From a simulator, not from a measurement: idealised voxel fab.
process module | voxel transistor to metal
cross-section cut | 215 nm wide | cells 5 nm
A cross-section is a grid of square cells, given in bands from the top down. A band is one or more rows of cells.
Each band's line starts with the height of the band's top and of its bottom, in nm. Then come its materials from left to right, each with its width in nm. One material with "throughout" fills the band from edge to edge. "air" is empty space.
Height 0 is the level under which the wafer as received is all one material. The lowest band goes on downwards, as in "0 down".
A width such as "30 to 40" changes by the same amount from each row of cells to the next, from the band's top row to its bottom row.
"no change" after a step means that no cell of the cross-section changed.
closed voids: empty space of 8 cells or more with no open way to the top, each as width x height at its distance from the left edge, in nm
after a step's settings: what the simulator itself notes on the step
overlay nm, on a step with a mask: how far to the right of its planned place the mask lay; to the left if negative
plan
1 op RECEIVE | material Si
2 op OXIDIZE | depth nm 5
3 op CONFORMAL_DEP | material SiN | thk nm 15
4 op PATTERN | tone cover | mask id ACTIVE | material resist | width nm 100 | thk nm 20 | overlay nm 0
5 op DIRECTIONAL_ETCH | etch materials SiN | depth nm 15
6 op DIRECTIONAL_ETCH | etch materials SiO2 | depth nm 5
7 op DIRECTIONAL_ETCH | etch materials Si | depth nm 20
8 op STRIP | etch materials resist
9 op FILL_DEP | material SiO2 | thk nm 15
10 op CMP | height nm 15
11 op SELECTIVE_ETCH | etch materials SiO2 | depth nm 10
12 op STRIP | etch materials SiN
13 op SELECTIVE_ETCH | etch materials SiO2 | depth nm 5
14 op OXIDIZE | depth nm 5
15 op DIRECTIONAL_DEP | material polySi | thk nm 20
16 op DIRECTIONAL_DEP | material SiCN | thk nm 10
17 op PATTERN | tone cover | mask id GATE | material resist | width nm 20 | thk nm 15 | overlay nm 0
18 op DIRECTIONAL_ETCH | etch materials SiCN | depth nm 20
19 op DIRECTIONAL_ETCH | etch materials polySi | depth nm 30
20 op STRIP | etch materials resist
21 op CONFORMAL_DEP | material SiN | thk nm 5
22 op DIRECTIONAL_ETCH | etch materials SiN | depth nm 5
23 op DIRECTIONAL_ETCH | etch materials SiO2 | depth nm 5
24 op DIRECTIONAL_ETCH | etch materials Si | depth nm 5
25 op EPI | material SiGe | thk nm 5
26 op FILL_DEP | material SiO2 | thk nm 10
27 op CMP | height nm 25
28 op DIRECTIONAL_DEP | material SiO2 | thk nm 15
29 op PATTERN | tone open | mask id CONTACT | material resist | width nm 30 | pitch nm 60 | thk nm 20 | overlay nm 0
30 op DIRECTIONAL_ETCH | etch materials SiO2 | depth nm 50
31 op STRIP | etch materials resist
32 op CONFORMAL_DEP | material TiN | thk nm 5
33 op FILL_DEP | material W | thk nm 5
34 op CMP | height nm 40
35 op DIRECTIONAL_DEP | material TiN | thk nm 5
36 op DIRECTIONAL_DEP | material Ru | thk nm 20
37 op PATTERN | tone cover | mask id METAL_1 | material resist | width nm 15 | pitch nm 75 | thk nm 15 | overlay nm 0
38 op DIRECTIONAL_ETCH | etch materials Ru | depth nm 20
39 op DIRECTIONAL_ETCH | etch materials TiN | depth nm 5
40 op STRIP | etch materials resist
41 op FILL_DEP | material lowk | thk nm 10
42 op CMP | height nm 65
43 op CONFORMAL_DEP | material SiN | thk nm 5
as received, after step 1
  0 down: Si throughout
  closed voids: none
a wafer at the end: this start, this plan, one mistake
  70 to 45: SiN throughout
  45 to 40: TiN throughout
  40 to 25: SiO2 60 | TiN 5 | W 20 | TiN 5 | SiO2 30 | TiN 5 | W 20 | TiN 5 | SiO2 65
  25 to 15: SiO2 60 | TiN 5 | W 20 | TiN 5 | SiN 5 | SiCN 20 | SiN 5 | TiN 5 | W 20 | TiN 5 | SiO2 65
  15 to 0: SiO2 60 | TiN 5 | W 20 | TiN 5 | SiN 5 | polySi 20 | SiN 5 | TiN 5 | W 20 | TiN 5 | SiO2 65
  0 to -5: SiO2 50 | SiN 5 | SiO2 5 | TiN 5 | W 15 | TiN 10 | SiN 5 | polySi 20 | SiN 5 | TiN 10 | W 15 | TiN 5 | SiO2 5 | SiN 5 | SiO2 55
  -5 to -10: SiO2 60 | TiN 25 | SiGe 5 | SiO2 30 | SiGe 5 | TiN 25 | SiO2 65
  -10 to -15: SiO2 55 | SiGe 35 | Si 30 | SiGe 35 | SiO2 60
  -15 to -25: SiO2 55 | Si 100 | SiO2 60
  -25 down: Si throughout
  closed voids: none
what went wrong: step 36 ran as: op DIRECTIONAL_DEP | material SiN | thk nm 20
